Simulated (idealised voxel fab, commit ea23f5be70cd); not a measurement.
Title: Process Module voxel self aligned vias
240 nm wide, 5 nm square cells: that's cross-section cut.
Cross-section layout: square cells on a grid; listed as bands, top to bottom; a band spans one or more cell rows.
Heads up on the band format: heights come first, top then bottom, in nm. After that it's the materials left to right, each with its width in nm. A single material flagged "throughout" fills the whole band edge to edge, and "blank" means there's empty space there.
For the purposes of this specification, 0 denotes the height below which the wafer in its as-received condition is composed wholly of one material, and the lowermost band, lacking a lower limit, extends downward without end, as expressed in "from 0 down".
A width such as "30 to 40" changes by the same amount from each row of cells to the next, from the band's top row to its bottom row.
Any step labelled "nothing altered" changed none of the cells in the cross-section.
Voids not open to the top, 8 cells minimum: see "Completely enclosed voids". Written width x height at distance; distance is from the left edge; nm.
The remark found on a step's line after its settings is issued by the simulator itself and pertains to that step.
overlay nm: how far to the right of its planned place the mask lay on this masked step (negative: to the left).
Process steps - plan
1,RECEIVE [material Si]
2,CONFORMAL_DEP [material SiO2] [thk nm 15]
3,CONFORMAL_DEP [material SiCN] [thk nm 5]
4,DIRECTIONAL_DEP [material lowk] [thk nm 25]
5,MASKED_ETCH [tone open] [mask id LINES] [width nm 30] [pitch nm 65] [etch materials lowk] [depth nm 25] [overlay nm 0]
6,CONFORMAL_DEP [material TiN] [thk nm 5]
7,FILL_DEP [material W] [thk nm 10]
8,CMP [height nm 45]
9,SELECTIVE_ETCH [etch materials W Ru TiN] [depth nm 10]
10,FILL_DEP [material SiN] [thk nm 5]
11,CMP [height nm 45]
12,DIRECTIONAL_DEP [material lowk] [thk nm 20]
13,PATTERN [tone open] [mask id VIAS] [material resist] [width nm 40] [pitch nm 65] [thk nm 15] [overlay nm 0]
14,DIRECTIONAL_ETCH [etch materials lowk] [depth nm 20]
15,DIRECTIONAL_ETCH [etch materials SiN] [depth nm 10]
16,STRIP [etch materials resist]
17,CONFORMAL_DEP [material TiN] [thk nm 5]
18,FILL_DEP [material Cu] [thk nm 5]
19,CMP [height nm 65]
20,CONFORMAL_DEP [material SiCN] [thk nm 5]
Step 1 complete: cross-section of the wafer as received
* from 0 down  Si throughout
* Completely enclosed voids: none
Here's the wafer cut in cross-section after the module, started and planned just like above, except one thing was done wrong in the run
* from 70 to 65  SiCN throughout
* from 65 to 45  35 nm lowk, 5 nm TiN, 30 nm Cu, 5 nm TiN, 25 nm lowk, 5 nm TiN, 30 nm Cu, 5 nm TiN, 25 nm lowk, 5 nm TiN, 30 nm Cu, 5 nm TiN, 35 nm lowk
* from 45 to 40  35 nm SiN, 10 nm TiN, 20 nm Cu, 10 nm TiN, 25 nm SiN, 10 nm TiN, 20 nm Cu, 10 nm TiN, 25 nm SiN, 10 nm TiN, 20 nm Cu, 10 nm TiN, 35 nm SiN
* from 40 to 35  40 nm lowk, 30 nm TiN, 35 nm lowk, 30 nm TiN, 35 nm lowk, 30 nm TiN, 40 nm lowk
* from 35 to 20  40 nm lowk, 5 nm TiN, 20 nm W, 5 nm TiN, 35 nm lowk, 5 nm TiN, 20 nm W, 5 nm TiN, 35 nm lowk, 5 nm TiN, 20 nm W, 5 nm TiN, 40 nm lowk
* from 20 to 15  40 nm lowk, 30 nm TiN, 35 nm lowk, 30 nm TiN, 35 nm lowk, 30 nm TiN, 40 nm lowk
* from 15 to 0  SiO2 throughout
* from 0 down  Si throughout
* Completely enclosed voids: none
So what did we get wrong on this run? plan step 3 skipped
